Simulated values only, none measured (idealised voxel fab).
Presented below is a process module, voxel trench capacitor.
The width of the displayed cross-section, cut, is 240 nm; its cells are square, with a size of 5 nm.
In what follows, cross-sections appear as grids of square cells, described through bands that run from the top down, where every band is one or more rows of cells. Top, bottom (nm), then materials left to right with widths (nm); lone material tagged "full width" fills the whole band edge to edge; "air" = empty space. All heights in this document are referenced to 0, defined as the level beneath which the wafer, as received, consists entirely of one material. The lowest band is not bounded below; it extends indefinitely downward and is written in the form "0 down". A two-number width, for instance "30..40", indicates that the width is equal to the first number in the top row of the band and to the second number in the bottom row, and that it changes by a constant amount per row of cells. You'll sometimes find "no modifications" written for a step, and that's the way of saying that nowhere in the cross-section did a cell change during that step. What "Sealed-off cavities" gives you is every empty space of 8 cells or more that is cut off from the top. Each appears as width x height at distance, with the distance taken from the left edge and width, height and distance all in nm. Whatever follows a step's settings on its line is a remark the simulator itself makes about that step. Each step line may optionally specify "overlay nm", which for a step with a mask gives the rightward distance between the mask's planned place and where it lay, a negative value indicating the leftward direction.

The process steps that were planned are listed below
1,RECEIVE (material Si)
2,CONFORMAL_DEP (material SiN; thk nm 10)
3,MASKED_ETCH (tone open; mask id TRENCH; width nm 25; pitch nm 40; etch materials SiN; depth nm 10; overlay nm 0)
4,MASKED_ETCH (tone open; mask id TRENCH; width nm 25; pitch nm 40; etch materials Si; depth nm 40; overlay nm 0)
5,CONFORMAL_DEP (material Al2O3; thk nm 5)
6,FILL_DEP (material polySi; thk nm 10)
7,CMP (height nm 10)

Cross-section: wafer on arrival = after step 1
0 down: Si full width
Sealed-off cavities: none

first wafer at the end, as planned
10 to 0: 45 SiN, 5 Al2O3, 15 polySi, 5 Al2O3, 15 SiN, 5 Al2O3, 15 polySi, 5 Al2O3, 15 SiN, 5 Al2O3, 15 polySi, 5 Al2O3, 15 SiN, 5 Al2O3, 15 polySi, 5 Al2O3, 50 SiN
0 to -35: 45 Si, 5 Al2O3, 15 polySi, 5 Al2O3, 15 Si, 5 Al2O3, 15 polySi, 5 Al2O3, 15 Si, 5 Al2O3, 15 polySi, 5 Al2O3, 15 Si, 5 Al2O3, 15 polySi, 5 Al2O3, 50 Si
-35 to -40: 45 Si, 25 Al2O3, 15 Si, 25 Al2O3, 15 Si, 25 Al2O3, 15 Si, 25 Al2O3, 50 Si
-40 down: Si full width
Sealed-off cavities: none

Second wafer cross-section at end of module - shared start and plan with the first, one mistake in the run
10 to 0: 45 SiN, 5 Al2O3, 15 polySi, 5 Al2O3, 15 SiN, 5 Al2O3, 15 polySi, 5 Al2O3, 15 SiN, 5 Al2O3, 15 polySi, 5 Al2O3, 15 SiN, 5 Al2O3, 15 polySi, 5 Al2O3, 50 SiN
0 to -45: 45 Si, 5 Al2O3, 15 polySi, 5 Al2O3, 15 Si, 5 Al2O3, 15 polySi, 5 Al2O3, 15 Si, 5 Al2O3, 15 polySi, 5 Al2O3, 15 Si, 5 Al2O3, 15 polySi, 5 Al2O3, 50 Si
-45 to -50: 45 Si, 25 Al2O3, 15 Si, 25 Al2O3, 15 Si, 25 Al2O3, 15 Si, 25 Al2O3, 50 Si
-50 down: Si full width
Sealed-off cavities: none
What was the processing mistake? step 4, actual vs plan mismatch, actual run MASKED_ETCH (tone open; mask id TRENCH; width nm 25; pitch nm 40; etch materials Si; depth nm 50; overlay nm 0)
Heads up, by the end the second wafer has more or fewer cells of some materials compared to the first: 16 more of Al2O3 | 40 fewer of Si | 24 more of polySi
